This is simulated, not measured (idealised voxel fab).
Proc. module: voxel ribs on slabs
This is section cut - it's 170 nm across, gridded in 5 nm square cells.
Cross-section format: a grid of square cells, given as bands from top to bottom; each band is one or more rows of cells.
Heights first: top, then bottom, in nm. Then materials, left to right, each with a width in nm. "throughout" on a single material: fills the band edge to edge. "air": empty space.
Heights are reckoned from 0. Under this level, the received wafer is all of one material. The bottommost band is open-ended downward, for example "0 and below".
Graded width ("30 to 40"): value in top row of band = first number; value in bottom row = second number; row-to-row change constant.
Where the words "no change" appear for a step, the cross-section shows no cell changed by that step; every cell remained as before.
For the entry "Entrapped voids", the listed items are empty spaces with no open way to the top whose size is 8 cells or more; each item follows the pattern width x height at distance, where distance is from the left edge and all three are in nm.
On a step's line, text after the settings is the simulator commenting on that step.
overlay nm: mask right of planned place by this much (step with mask). Neg. = left.
-- Process steps foreseen in the plan
- 1: RECEIVE: material Si
- 2: DIRECTIONAL_DEP: material SiO2, thk nm 30
- 3: DIRECTIONAL_DEP: material polySi, thk nm 25
- 4: MASKED_ETCH: tone cover, mask id RIB, width nm 30, etch materials polySi, depth nm 15, overlay nm 0
- 5: DIRECTIONAL_DEP: material aC, thk nm 10
- 6: PATTERN: tone cover, mask id SLAB, material resist, width nm 80, thk nm 25, overlay nm 0
- 7: DIRECTIONAL_ETCH: etch materials aC, depth nm 10
- 8: STRIP: etch materials resist
- 9: DIRECTIONAL_ETCH: etch materials polySi, depth nm 10
- 10: STRIP: etch materials aC
- 11: FILL_DEP: material SiO2, thk nm 15
- 12: CMP: height nm 65
- 13: DIRECTIONAL_DEP: material TiN, thk nm 10
- 14: PATTERN: tone cover, mask id HEATER, material resist, width nm 40, thk nm 15, overlay nm 0
- 15: DIRECTIONAL_ETCH: etch materials TiN, depth nm 10
- 16: STRIP: etch materials resist
- 17: CONFORMAL_DEP: material SiO2, thk nm 10
-- As received (post step 1): cross-section
  0 and below  Si throughout
  Entrapped voids: none
-- Post-module cross-section of the first of two wafers (run per plan)
  85 down to 75  55 of air | 60 of SiO2 | 55 of air
  75 down to 65  65 of SiO2 | 40 of TiN | 65 of SiO2
  65 down to 55  SiO2 throughout
  55 down to 40  70 of SiO2 | 30 of polySi | 70 of SiO2
  40 down to 30  45 of SiO2 | 80 of polySi | 45 of SiO2
  30 down to 0  SiO2 throughout
  0 and below  Si throughout
  Entrapped voids: none
-- Second wafer through the module, sectioned at the end: same beginning and same plan as the first wafer, with one mistake in carrying it out
  90 down to 80  50 of air | 70 of SiO2 | 50 of air
  80 down to 75  SiO2 throughout
  75 down to 65  65 of SiO2 | 40 of TiN | 65 of SiO2
  65 down to 55  SiO2 throughout
  55 down to 40  70 of SiO2 | 30 of polySi | 70 of SiO2
  40 down to 30  45 of SiO2 | 80 of polySi | 45 of SiO2
  30 down to 0  SiO2 throughout
  0 and below  Si throughout
  Entrapped voids: none
Misprocessing identified: the process deviated at step 17: the operation and settings actually run there were CONFORMAL_DEP: material SiO2, thk nm 15
Final difference in cells, second wafer against first, listed per material as more or fewer: SiO2 +38
